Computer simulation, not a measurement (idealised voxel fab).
Herein follows the process module entitled voxel gate over fins.
Cross-sectional view cut (width: 285 nm; square cell size: 5 nm).
We lay out every cross-section as a grid of square cells and spell it out in bands from the top down, where one band means one or more rows of cells.
In this notation a band is specified by the heights of its top and bottom, in that order and in nm, after which its materials appear from left to right, each paired with its width in nm. The word "edge to edge" attached to a single material means that material fills the band from edge to edge; the word "empty" stands for empty space.
Counting heights begins at 0, where everything beneath is, in the wafer as received, one material. The lowest band has no bottom; it goes on downwards, as "0..down" shows.
The notation "30->40" denotes a width that varies across the rows of cells in the band, beginning at the first number in the top row, finishing at the second number in the bottom row, and changing by an identical amount from each row to the next.
"stayed the same" for a step: no cell of the cross-section changed in that step.
The entry "Trapped voids" lists the empty spaces that cover at least 8 cells and have no open path to the top. Each is written as width x height at distance, where the distance is measured from the left edge and all three values are in nm.
If you see something after the settings on a step's line, that's the simulator's own remark about that step.
The line of a step may include "overlay nm". On a step with a mask, this value is how far to the right of its planned place the mask lay. A negative value means the mask lay to the left.
## Below is the list of planned process steps
step 1: RECEIVE with material Si
step 2: CONFORMAL_DEP with material SiN, thk nm 10
step 3: PATTERN with tone cover, mask id FINS, material resist, width nm 15, pitch nm 40, thk nm 15, overlay nm 0
step 4: DIRECTIONAL_ETCH with etch materials SiN, depth nm 10
step 5: DIRECTIONAL_ETCH with etch materials Si, depth nm 30
step 6: STRIP with etch materials resist
step 7: FILL_DEP with material SiO2, thk nm 5
step 8: CMP with height nm 10
step 9: SELECTIVE_ETCH with etch materials SiO2, depth nm 25
step 10: STRIP with etch materials SiN
step 11: CONFORMAL_DEP with material HfO2, thk nm 5
step 12: CONFORMAL_DEP with material TiN, thk nm 5
step 13: FILL_DEP with material W, thk nm 10
step 14: CMP with height nm 15
step 15: CONFORMAL_DEP with material SiCN, thk nm 10
## First of two wafers: run as planned
## Cross-section of the wafer as it came to us, i.e., already through step 1
    0..down  Si edge to edge
    Trapped voids: none
## Take a look at the wafer's cross-section after step 2
    10..0  SiN edge to edge
    Below 0, the layers are the same as they were.
## Take a look at the wafer's cross-section after step 3
    25..10  empty: 115, then resist: 15, then empty: 25, then resist: 15, then empty: 115
    Below 10, the layers are the same as they were.
## Take a look at the wafer's cross-section after step 4
    25..10  empty: 115, then resist: 15, then empty: 25, then resist: 15, then empty: 115
    10..0  empty: 115, then SiN: 15, then empty: 25, then SiN: 15, then empty: 115
    Below 0, the layers are the same as they were.
## Take a look at the wafer's cross-section after step 5
    25..10  empty: 115, then resist: 15, then empty: 25, then resist: 15, then empty: 115
    10..0  empty: 115, then SiN: 15, then empty: 25, then SiN: 15, then empty: 115
    0..-30  empty: 115, then Si: 15, then empty: 25, then Si: 15, then empty: 115
    Below -30, the layers are the same as they were.
## Take a look at the wafer's cross-section after step 6
    10..0  empty: 115, then SiN: 15, then empty: 25, then SiN: 15, then empty: 115
    Below 0, the layers are the same as they were.
## Take a look at the wafer's cross-section after step 7
    15..10  SiO2 edge to edge
    10..0  SiO2: 115, then SiN: 15, then SiO2: 25, then SiN: 15, then SiO2: 115
    0..-30  SiO2: 115, then Si: 15, then SiO2: 25, then Si: 15, then SiO2: 115
    Below -30, the layers are the same as they were.
## Take a look at the wafer's cross-section after step 8
    10..0  SiO2: 115, then SiN: 15, then SiO2: 25, then SiN: 15, then SiO2: 115
    Below 0, the layers are the same as they were.
## Take a look at the wafer's cross-section after step 9
    10..0  empty: 115, then SiN: 15, then empty: 25, then SiN: 15, then empty: 115
    0..-15  empty: 115, then Si: 15, then empty: 25, then Si: 15, then empty: 115
    Below -15, the layers are the same as they were.
## Take a look at the wafer's cross-section after step 10
    0..-15  empty: 115, then Si: 15, then empty: 25, then Si: 15, then empty: 115
    Below -15, the layers are the same as they were.
## Take a look at the wafer's cross-section after step 11
    5..0  empty: 110, then HfO2: 25, then empty: 15, then HfO2: 25, then empty: 110
    0..-10  empty: 110, then HfO2: 5, then Si: 15, then HfO2: 5, then empty: 15, then HfO2: 5, then Si: 15, then HfO2: 5, then empty: 110
    -10..-15  HfO2: 115, then Si: 15, then HfO2: 25, then Si: 15, then HfO2: 115
    Below -15, the layers are the same as they were.
## Take a look at the wafer's cross-section after step 12
    10..5  empty: 105, then TiN: 35, then empty: 5, then TiN: 35, then empty: 105
    5..0  empty: 105, then TiN: 5, then HfO2: 25, then TiN: 5, then empty: 5, then TiN: 5, then HfO2: 25, then TiN: 5, then empty: 105
    0..-5  empty: 105, then TiN: 5, then HfO2: 5, then Si: 15, then HfO2: 5, then TiN: 5, then empty: 5, then TiN: 5, then HfO2: 5, then Si: 15, then HfO2: 5, then TiN: 5, then empty: 105
    -5..-10  TiN: 110, then HfO2: 5, then Si: 15, then HfO2: 5, then TiN: 15, then HfO2: 5, then Si: 15, then HfO2: 5, then TiN: 110
    Below -10, the layers are the same as they were.
## Take a look at the wafer's cross-section after step 13
    20..10  W edge to edge
    10..5  W: 105, then TiN: 35, then W: 5, then TiN: 35, then W: 105
    5..0  W: 105, then TiN: 5, then HfO2: 25, then TiN: 5, then W: 5, then TiN: 5, then HfO2: 25, then TiN: 5, then W: 105
    0..-5  W: 105, then TiN: 5, then HfO2: 5, then Si: 15, then HfO2: 5, then TiN: 5, then W: 5, then TiN: 5, then HfO2: 5, then Si: 15, then HfO2: 5, then TiN: 5, then W: 105
    Below -5, the layers are the same as they were.
## Take a look at the wafer's cross-section after step 14
    15..10  W edge to edge
    Below 10, the layers are the same as they were.
## Take a look at the wafer's cross-section after step 15
    25..15  SiCN edge to edge
    Below 15, the layers are the same as they were.
## Wafer two of two - same starting point, same process plan, one mistake in execution; matches wafer one up to and including step 2
## The second wafer cut through, at the time step 3 was supposed to be finished
    25..10  resist: 115, then empty: 15, then resist: 25, then empty: 15, then resist: 115
    Below 10, the layers are the same as they were.
## The second wafer cut through, at the time step 4 was supposed to be finished
    25..10  resist: 115, then empty: 15, then resist: 25, then empty: 15, then resist: 115
    10..0  SiN: 115, then empty: 15, then SiN: 25, then empty: 15, then SiN: 115
    Below 0, the layers are the same as they were.
## The second wafer cut through, at the time step 5 was supposed to be finished
    25..10  resist: 115, then empty: 15, then resist: 25, then empty: 15, then resist: 115
    10..0  SiN: 115, then empty: 15, then SiN: 25, then empty: 15, then SiN: 115
    0..-30  Si: 115, then empty: 15, then Si: 25, then empty: 15, then Si: 115
    Below -30, the layers are the same as they were.
## The second wafer cut through, at the time step 6 was supposed to be finished
    10..0  SiN: 115, then empty: 15, then SiN: 25, then empty: 15, then SiN: 115
    Below 0, the layers are the same as they were.
## The second wafer cut through, at the time step 7 was supposed to be finished
    15..10  SiO2 edge to edge
    10..0  SiN: 115, then SiO2: 15, then SiN: 25, then SiO2: 15, then SiN: 115
    0..-30  Si: 115, then SiO2: 15, then Si: 25, then SiO2: 15, then Si: 115
    Below -30, the layers are the same as they were.
## The second wafer cut through, at the time step 8 was supposed to be finished
    10..0  SiN: 115, then SiO2: 15, then SiN: 25, then SiO2: 15, then SiN: 115
    Below 0, the layers are the same as they were.
## The second wafer cut through, at the time step 9 was supposed to be finished
    10..0  SiN: 115, then empty: 15, then SiN: 25, then empty: 15, then SiN: 115
    0..-15  Si: 115, then empty: 15, then Si: 25, then empty: 15, then Si: 115
    Below -15, the layers are the same as they were.
## The second wafer cut through, at the time step 10 was supposed to be finished
    0..-15  Si: 115, then empty: 15, then Si: 25, then empty: 15, then Si: 115
    Below -15, the layers are the same as they were.
## The second wafer cut through, at the time step 11 was supposed to be finished
    5..0  HfO2: 120, then empty: 5, then HfO2: 35, then empty: 5, then HfO2: 120
    0..-10  Si: 115, then HfO2: 5, then empty: 5, then HfO2: 5, then Si: 25, then HfO2: 5, then empty: 5, then HfO2: 5, then Si: 115
    -10..-15  Si: 115, then HfO2: 15, then Si: 25, then HfO2: 15, then Si: 115
    Below -15, the layers are the same as they were.
## The second wafer cut through, at the time step 12 was supposed to be finished
    10..5  TiN edge to edge
    5..0  HfO2: 120, then TiN: 5, then HfO2: 35, then TiN: 5, then HfO2: 120
    0..-10  Si: 115, then HfO2: 5, then TiN: 5, then HfO2: 5, then Si: 25, then HfO2: 5, then TiN: 5, then HfO2: 5, then Si: 115
    Below -10, the layers are the same as they were.
## The second wafer cut through, at the time step 13 was supposed to be finished
    20..10  W edge to edge
    Below 10, the layers are the same as they were.
## The second wafer cut through, at the time step 14 was supposed to be finished
    15..10  W edge to edge
    Below 10, the layers are the same as they were.
## The second wafer cut through, at the time step 15 was supposed to be finished
    25..15  SiCN edge to edge
    Below 15, the layers are the same as they were.
What broke from the plan during processing? the process deviated at step 3: the operation and settings actually run there were PATTERN with tone open, mask id FINS, material resist, width nm 15, pitch nm 40, thk nm 15, overlay nm 0
Bottom line after processing is that, in cells, the second wafer is up or down on some materials versus the first: +270 Si | -135 SiO2 | -6 TiN | -129 W
